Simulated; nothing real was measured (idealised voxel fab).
You're looking at the process module voxel wiring stack.
Square cell edge 5 nm, section width 165 nm, ID cut.
Format of a cross-section: grid, square cells. Given as bands. Order: top down. Band: one or more rows of cells. Per band: top height and bottom height in nm, followed by the left-to-right materials and their widths in nm; "everywhere" marks a single material spanning edge to edge, "blank" marks empty space. The level at which height equals 0 is the one under which the wafer, as it arrives, is entirely one material. No lower edge exists for the bottom band, which continues downward and is notated as in "from 0 down". Width: "30->40" (first number = top row, second number = bottom row, same change from row to row of cells). Step note "remained the same" = no cross-section cell changed. For the entry "Sealed internal cavities", the listed items are empty spaces with no open way to the top whose size is 8 cells or more; each item follows the pattern width x height at distance, where distance is from the left edge and all three are in nm. Read whatever lies past the settings on a step's line as the simulator's own remark about the step. Steps that use a mask can have "overlay nm" on their line. It says how far the mask sat to the right of where it was meant to be. Negative means to the left.

The planned process steps are enumerated hereunder:
1,RECEIVE, material Si
2,CONFORMAL_DEP, material SiO2, thk nm 10
3,DIRECTIONAL_DEP, material TiN, thk nm 5
4,DIRECTIONAL_DEP, material W, thk nm 25
5,PATTERN, tone cover, mask id METAL_1, material resist, width nm 20, pitch nm 40, thk nm 15, overlay nm 0
6,DIRECTIONAL_ETCH, etch materials W, depth nm 25
7,DIRECTIONAL_ETCH, etch materials TiN, depth nm 5
8,STRIP, etch materials resist
9,CONFORMAL_DEP, material SiCN, thk nm 5
10,FILL_DEP, material lowk, thk nm 10
11,CMP, height nm 40
12,CONFORMAL_DEP, material SiCN, thk nm 5
13,DIRECTIONAL_DEP, material SiO2, thk nm 20
14,DIRECTIONAL_DEP, material aC, thk nm 10
15,PATTERN, tone open, mask id PLUG_1, material resist, width nm 15, pitch nm 40, thk nm 25, overlay nm 0
16,DIRECTIONAL_ETCH, etch materials aC, depth nm 10
17,STRIP, etch materials resist
18,DIRECTIONAL_ETCH, etch materials SiO2, depth nm 20
19,DIRECTIONAL_ETCH, etch materials SiCN, depth nm 5
20,STRIP, etch materials aC
21,CONFORMAL_DEP, material TiN, thk nm 5
22,FILL_DEP, material Cu, thk nm 10
23,CMP, height nm 65
24,DIRECTIONAL_DEP, material TiN, thk nm 5
25,DIRECTIONAL_DEP, material Ru, thk nm 15
26,PATTERN, tone cover, mask id METAL_2, material resist, width nm 20, pitch nm 40, thk nm 20, overlay nm 0
27,DIRECTIONAL_ETCH, etch materials Ru, depth nm 15
28,DIRECTIONAL_ETCH, etch materials TiN, depth nm 5
29,STRIP, etch materials resist
30,FILL_DEP, material lowk, thk nm 10
31,CMP, height nm 85
32,CONFORMAL_DEP, material SiCN, thk nm 5
33,DIRECTIONAL_DEP, material lowk, thk nm 20
34,PATTERN, tone open, mask id PLUG_2, material resist, width nm 15, pitch nm 40, thk nm 15, overlay nm 0
35,DIRECTIONAL_ETCH, etch materials lowk, depth nm 20
36,DIRECTIONAL_ETCH, etch materials SiCN, depth nm 5
37,STRIP, etch materials resist
38,EPI, material Ru, thk nm 10
39,EPI, material Ru, thk nm 10
40,EPI, material Ru, thk nm 5
41,DIRECTIONAL_DEP, material TiN, thk nm 5
42,DIRECTIONAL_DEP, material Ru, thk nm 15
43,DIRECTIONAL_DEP, material aC, thk nm 10
44,PATTERN, tone cover, mask id METAL_3, material resist, width nm 20, pitch nm 40, thk nm 25, overlay nm 0
45,DIRECTIONAL_ETCH, etch materials aC, depth nm 10
46,STRIP, etch materials resist
47,DIRECTIONAL_ETCH, etch materials Ru, depth nm 15
48,DIRECTIONAL_ETCH, etch materials TiN, depth nm 5
49,STRIP, etch materials aC
50,CONFORMAL_DEP, material SiN, thk nm 5
51,FILL_DEP, material SiO2, thk nm 10
52,CMP, height nm 130
53,CONFORMAL_DEP, material SiCN, thk nm 5
54,DIRECTIONAL_DEP, material lowk, thk nm 20
55,MASKED_ETCH, tone open, mask id PLUG_3, width nm 15, pitch nm 40, etch materials lowk, depth nm 20, overlay nm 0
56,MASKED_ETCH, tone open, mask id PLUG_3, width nm 15, pitch nm 40, etch materials SiCN, depth nm 5, overlay nm 0
57,EPI, material Ru, thk nm 10
58,EPI, material Ru, thk nm 10
59,EPI, material Ru, thk nm 5
60,DIRECTIONAL_DEP, material TiN, thk nm 5
61,DIRECTIONAL_DEP, material W, thk nm 15
62,MASKED_ETCH, tone cover, mask id METAL_4, width nm 20, pitch nm 40, etch materials W, depth nm 15, overlay nm 0
63,MASKED_ETCH, tone cover, mask id METAL_4, width nm 20, pitch nm 40, etch materials TiN, depth nm 5, overlay nm 0
64,FILL_DEP, material SiO2, thk nm 10
65,CMP, height nm 175
66,CONFORMAL_DEP, material SiCN, thk nm 5

Cross-section, incoming material, after step 1:
- from 0 down = Si everywhere
- Sealed internal cavities: none

Look at the cross-section after the module: the wafer started out the way shown above and the plan was the one shown above, yet one mistake was made along the way:
- from 180 to 175 = SiCN everywhere
- from 175 to 160 = SiO2: 30, W: 20, SiO2: 20, W: 20, SiO2: 20, W: 20, SiO2: 35
- from 160 to 155 = SiO2: 30, TiN: 20, SiO2: 20, TiN: 20, SiO2: 20, TiN: 20, SiO2: 35
- from 155 to 135 = lowk: 30, Ru: 15, lowk: 25, Ru: 15, lowk: 25, Ru: 15, lowk: 40
- from 135 to 130 = SiCN: 30, Ru: 15, SiCN: 25, Ru: 15, SiCN: 25, Ru: 15, SiCN: 40
- from 130 to 115 = SiO2: 25, SiN: 5, Ru: 20, SiN: 5, SiO2: 10, SiN: 5, Ru: 20, SiN: 5, SiO2: 10, SiN: 5, Ru: 20, SiN: 5, SiO2: 30
- from 115 to 110 = SiN: 30, TiN: 20, SiN: 20, TiN: 20, SiN: 20, TiN: 20, SiN: 35
- from 110 to 90 = lowk: 25, Ru: 25, lowk: 15, Ru: 25, lowk: 15, Ru: 25, lowk: 35
- from 90 to 85 = SiCN: 25, Ru: 25, SiCN: 15, Ru: 25, SiCN: 15, Ru: 25, SiCN: 35
- from 85 to 70 = lowk: 30, Ru: 20, lowk: 20, Ru: 20, lowk: 20, Ru: 20, lowk: 35
- from 70 to 65 = lowk: 30, TiN: 20, lowk: 20, TiN: 20, lowk: 20, TiN: 20, lowk: 35
- from 65 to 45 = SiO2: 30, TiN: 5, Cu: 5, TiN: 5, SiO2: 25, TiN: 5, Cu: 5, TiN: 5, SiO2: 25, TiN: 5, Cu: 5, TiN: 5, SiO2: 40
- from 45 to 40 = SiCN: 30, TiN: 15, SiCN: 25, TiN: 15, SiCN: 25, TiN: 15, SiCN: 40
- from 40 to 15 = lowk: 25, SiCN: 5, W: 20, SiCN: 5, lowk: 10, SiCN: 5, W: 20, SiCN: 5, lowk: 10, SiCN: 5, W: 20, SiCN: 5, lowk: 30
- from 15 to 10 = SiCN: 30, TiN: 20, SiCN: 20, TiN: 20, SiCN: 20, TiN: 20, SiCN: 35
- from 10 to 0 = SiO2 everywhere
- from 0 down = Si everywhere
- Sealed internal cavities: none
Where did the run depart from the plan? it should be noted that step 34 was executed with settings other than those planned, the operation and settings actually applied being PATTERN, tone open, mask id PLUG_2, material resist, width nm 25, pitch nm 40, thk nm 15, overlay nm 0
